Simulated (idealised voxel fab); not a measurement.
process module | voxel capacitor over wiring
cross-section cut | 170 nm wide | cells 5 nm
A cross-section is a grid of square cells, given in bands from the top down. A band is one or more rows of cells.
Each band's line starts with the height of the band's top and of its bottom, in nm. Then come its materials from left to right, each with its width in nm. One material with "throughout" fills the band from edge to edge. "air" is empty space.
Height 0 is the level under which the wafer as received is all one material. The lowest band goes on downwards, as in "0 down".
A width such as "30 to 40" changes by the same amount from each row of cells to the next, from the band's top row to its bottom row.
"no change" after a step means that no cell of the cross-section changed.
closed voids: empty space of 8 cells or more with no open way to the top, each as width x height at its distance from the left edge, in nm
after a step's settings: what the simulator itself notes on the step
overlay nm, on a step with a mask: how far to the right of its planned place the mask lay; to the left if negative
plan
1 op RECEIVE | material Si
2 op CONFORMAL_DEP | material SiO2 | thk nm 10
3 op DIRECTIONAL_DEP | material TiN | thk nm 5
4 op DIRECTIONAL_DEP | material Ru | thk nm 15
5 op MASKED_ETCH | tone cover | mask id METAL_1 | width nm 25 | pitch nm 80 | etch materials Ru | depth nm 15 | overlay nm 0
6 op MASKED_ETCH | tone cover | mask id METAL_1 | width nm 25 | pitch nm 80 | etch materials TiN | depth nm 5 | overlay nm 0
7 op CONFORMAL_DEP | material SiCN | thk nm 5
8 op FILL_DEP | material lowk | thk nm 10
9 op CMP | height nm 30
10 op CONFORMAL_DEP | material SiCN | thk nm 5
11 op DIRECTIONAL_DEP | material lowk | thk nm 15
12 op PATTERN | tone open | mask id PLUG_1 | material resist | width nm 15 | thk nm 15 | overlay nm 0
13 op DIRECTIONAL_ETCH | etch materials lowk | depth nm 15
14 op DIRECTIONAL_ETCH | etch materials SiCN | depth nm 5
15 op STRIP | etch materials resist
16 op CONFORMAL_DEP | material TiN | thk nm 5
17 op FILL_DEP | material Ru | thk nm 5
18 op CMP | height nm 50
19 op DIRECTIONAL_DEP | material TiN | thk nm 10
20 op DIRECTIONAL_DEP | material SiN | thk nm 5
21 op DIRECTIONAL_DEP | material TiN | thk nm 10
22 op PATTERN | tone cover | mask id UPPER_PLATE | material resist | width nm 60 | thk nm 15 | overlay nm 0
23 op DIRECTIONAL_ETCH | etch materials TiN | depth nm 10
24 op DIRECTIONAL_ETCH | etch materials SiN | depth nm 5
25 op STRIP | etch materials resist
26 op DIRECTIONAL_DEP | material aC | thk nm 10
27 op PATTERN | tone cover | mask id LOWER_PLATE | material resist | width nm 70 | thk nm 25 | overlay nm 0
28 op DIRECTIONAL_ETCH | etch materials aC | depth nm 10
29 op STRIP | etch materials resist
30 op DIRECTIONAL_ETCH | etch materials TiN | depth nm 10
31 op STRIP | etch materials aC
32 op FILL_DEP | material SiO2 | thk nm 15
33 op CMP | height nm 85
34 op DIRECTIONAL_DEP | material aC | thk nm 15
35 op PATTERN | tone open | mask id PLUG_2 | material resist | width nm 15 | thk nm 30 | overlay nm 0
36 op DIRECTIONAL_ETCH | etch materials aC | depth nm 15
37 op STRIP | etch materials resist
38 op DIRECTIONAL_ETCH | etch materials SiO2 | depth nm 10
39 op STRIP | etch materials aC
40 op CONFORMAL_DEP | material TiN | thk nm 5
41 op FILL_DEP | material Ru | thk nm 10
42 op CMP | height nm 85
43 op CONFORMAL_DEP | material SiCN | thk nm 5
as received, after step 1
  0 down: Si throughout
  closed voids: none
a wafer at the end: this start, this plan, one mistake
  90 to 85: SiCN throughout
  85 to 80: SiO2 50 | TiN 15 | SiO2 105
  80 to 70: SiO2 40 | TiN 60 | SiO2 70
  70 to 65: SiO2 40 | SiN 60 | SiO2 70
  65 to 55: SiO2 35 | TiN 70 | SiO2 65
  55 to 50: TiN throughout
  50 to 35: lowk 40 | TiN 5 | Ru 5 | TiN 5 | lowk 115
  35 to 30: SiCN 40 | TiN 15 | SiCN 115
  30 to 15: lowk 25 | SiCN 5 | Ru 25 | SiCN 5 | lowk 45 | SiCN 5 | Ru 25 | SiCN 5 | lowk 30
  15 to 10: SiCN 30 | TiN 25 | SiCN 55 | TiN 25 | SiCN 35
  10 to 0: SiO2 throughout
  0 down: Si throughout
  closed voids: none
what went wrong: step 19 ran as: op DIRECTIONAL_DEP | material TiN | thk nm 15
